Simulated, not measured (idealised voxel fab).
The following process module bears the name voxel self aligned contacts.
Cross-section cut spans 220 nm and uses square cells 5 nm in size.
Each cross-section below is a grid of square cells, stated as bands in top-down order, with one or more rows of cells making up each band. Top, bottom (nm), then materials left to right with widths (nm); lone material tagged "full width" fills the whole band edge to edge; "blank" = empty space. Convention: height 0 is the level below which the wafer, as received, is all one material. The lowest band does not terminate at the bottom but continues downward, represented as "0 nm and below". Think of "30..40" as a width that walks from the first number to the second as you go down the band, top row to bottom row, taking equal-sized steps from row to row. When a step is marked "no change occurred", none of the cells in the cross-section changed during that step. Look at "Closed void register" for the closed voids: empty spaces with no open path to the top, sized 8 cells or up. Each is width x height at distance, distance from the left edge, all nm. Read whatever lies past the settings on a step's line as the simulator's own remark about the step. "overlay nm" denotes, for a step that has a mask, the displacement of the mask to the right of its planned place, with negative values corresponding to the left.
# Here's what the planned process steps look like
1) RECEIVE [material Si]
2) OXIDIZE [depth nm 5]
3) DIRECTIONAL_DEP [material polySi] [thk nm 30]
4) DIRECTIONAL_DEP [material SiN] [thk nm 15]
5) MASKED_ETCH [tone cover] [mask id GATE] [width nm 30] [pitch nm 60] [etch materials SiN] [depth nm 15] [overlay nm 0]
6) MASKED_ETCH [tone cover] [mask id GATE] [width nm 30] [pitch nm 60] [etch materials polySi] [depth nm 30] [overlay nm 0]
7) CONFORMAL_DEP [material SiN] [thk nm 5]
8) DIRECTIONAL_ETCH [etch materials SiN] [depth nm 5]
9) FILL_DEP [material SiO2] [thk nm 15]
10) CMP [height nm 55]
11) PATTERN [tone open] [mask id CONTACT] [material resist] [width nm 40] [pitch nm 60] [thk nm 20] [overlay nm 0]
12) DIRECTIONAL_ETCH [etch materials SiO2] [depth nm 60]
13) STRIP [etch materials resist]
14) CONFORMAL_DEP [material TiN] [thk nm 5]
15) FILL_DEP [material W] [thk nm 5]
16) CMP [height nm 55]
17) CONFORMAL_DEP [material SiN] [thk nm 5]
# Cross-section of the wafer as it came to us, i.e., already through step 1
- 0 nm and below  Si full width
- Closed void register: none
# a wafer at the end: this start, this plan, one mistake
- 60 nm to 55 nm  SiN full width
- 55 nm to 45 nm  60 of SiO2 | 5..15 of TiN | 30..10 of W | 5..15 of TiN | 20 of SiO2 | 5..15 of TiN | 30..10 of W | 5..15 of TiN | 60 of SiO2
- 45 nm to 30 nm  30 of SiO2 | 40 of SiN | 5 of TiN | 10 of W | 5 of TiN | 40 of SiN | 5 of TiN | 10 of W | 5 of TiN | 40 of SiN | 30 of SiO2
- 30 nm to 5 nm  30 of SiO2 | 5 of SiN | 30 of polySi | 5 of SiN | 5 of TiN | 10 of W | 5 of TiN | 5 of SiN | 30 of polySi | 5 of SiN | 5 of TiN | 10 of W | 5 of TiN | 5 of SiN | 30 of polySi | 5 of SiN | 30 of SiO2
- 5 nm to 0 nm  30 of SiO2 | 5 of SiN | 30 of polySi | 5 of SiN | 20 of TiN | 5 of SiN | 30 of polySi | 5 of SiN | 20 of TiN | 5 of SiN | 30 of polySi | 5 of SiN | 30 of SiO2
- 0 nm and below  Si full width
- Closed void register: none
Want to know what went wrong? the plan's step 2 went unexecuted, having been skipped
